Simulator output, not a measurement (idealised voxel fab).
The name of this process module is voxel quadruple lines.
FYI the section here is cut, 155 nm wide, cells are 5 nm squares.
Each cross-section below is a grid of square cells, stated as bands in top-down order, with one or more rows of cells making up each band. Look at the band entry: it leads with the top's height and the bottom's height in nm. Then it lists the materials left to right, with a width in nm for each. The word "throughout" on a single material says that material fills the band edge to edge. The word "empty" is empty space. All heights in this document are referenced to 0, defined as the level beneath which the wafer, as received, consists entirely of one material. The lowest band is not bounded below; it extends indefinitely downward and is written in the form "0 down". Per-row width for "30..40": begins at first number (top row of band), ends at second number (bottom row), increment between rows held constant. Basically "remained the same" means that step didn't change any cell in the cross-section. Cavities, sealed: empty space of 8 cells or more with no open way to the top, each as width x height at its distance from the left edge, in nm. It should be noted that, on the line of a given step, the content following the step's settings is a remark produced by the simulator itself with respect to that step. For masked steps, "overlay nm" on the step line gives how far right of plan the mask actually lay; a minus sign means it lay to the left.

Here's what the planned process steps look like:
1,RECEIVE: material Si
2,CONFORMAL_DEP: material SiO2, thk nm 5
3,DIRECTIONAL_DEP: material W, thk nm 10
4,DIRECTIONAL_DEP: material polySi, thk nm 15
5,DIRECTIONAL_DEP: material aC, thk nm 20
6,PATTERN: tone cover, mask id MANDREL, material resist, width nm 35, thk nm 30, overlay nm 0
7,DIRECTIONAL_ETCH: etch materials aC, depth nm 20
8,STRIP: etch materials resist
9,CONFORMAL_DEP: material SiO2, thk nm 15
10,DIRECTIONAL_ETCH: etch materials SiO2, depth nm 15
11,STRIP: etch materials aC
12,DIRECTIONAL_ETCH: etch materials polySi, depth nm 15
13,STRIP: etch materials SiO2
14,CONFORMAL_DEP: material SiCN, thk nm 10
15,DIRECTIONAL_ETCH: etch materials SiCN, depth nm 10
16,STRIP: etch materials polySi
17,DIRECTIONAL_ETCH: etch materials W, depth nm 10
18,STRIP: etch materials SiCN

Received-state cross-section, reflecting completion of step 1:
    0 down | Si throughout
    Cavities, sealed: none

Sectioned view, first of two wafers, at the close of the module, processed as intended in the plan:
    15 to 5 | empty=35 / W=10 / empty=15 / W=10 / empty=15 / W=10 / empty=15 / W=10 / empty=35
    5 to 0 | SiO2 throughout
    0 down | Si throughout
    Cavities, sealed: none

Cross-sectional view of the second of two wafers upon completion of the module. This wafer shared its starting condition and process plan with the first; one error was made during its execution:
    15 to 5 | empty=40 / W=5 / empty=15 / W=5 / empty=25 / W=5 / empty=15 / W=5 / empty=40
    5 to 0 | SiO2 throughout
    0 down | Si throughout
    Cavities, sealed: none
Nonconformance to the process plan: note that step 14 departed from the planned setting and was carried out as CONFORMAL_DEP: material SiCN, thk nm 5
at the end the second wafer has, in cells: W: 8 fewer
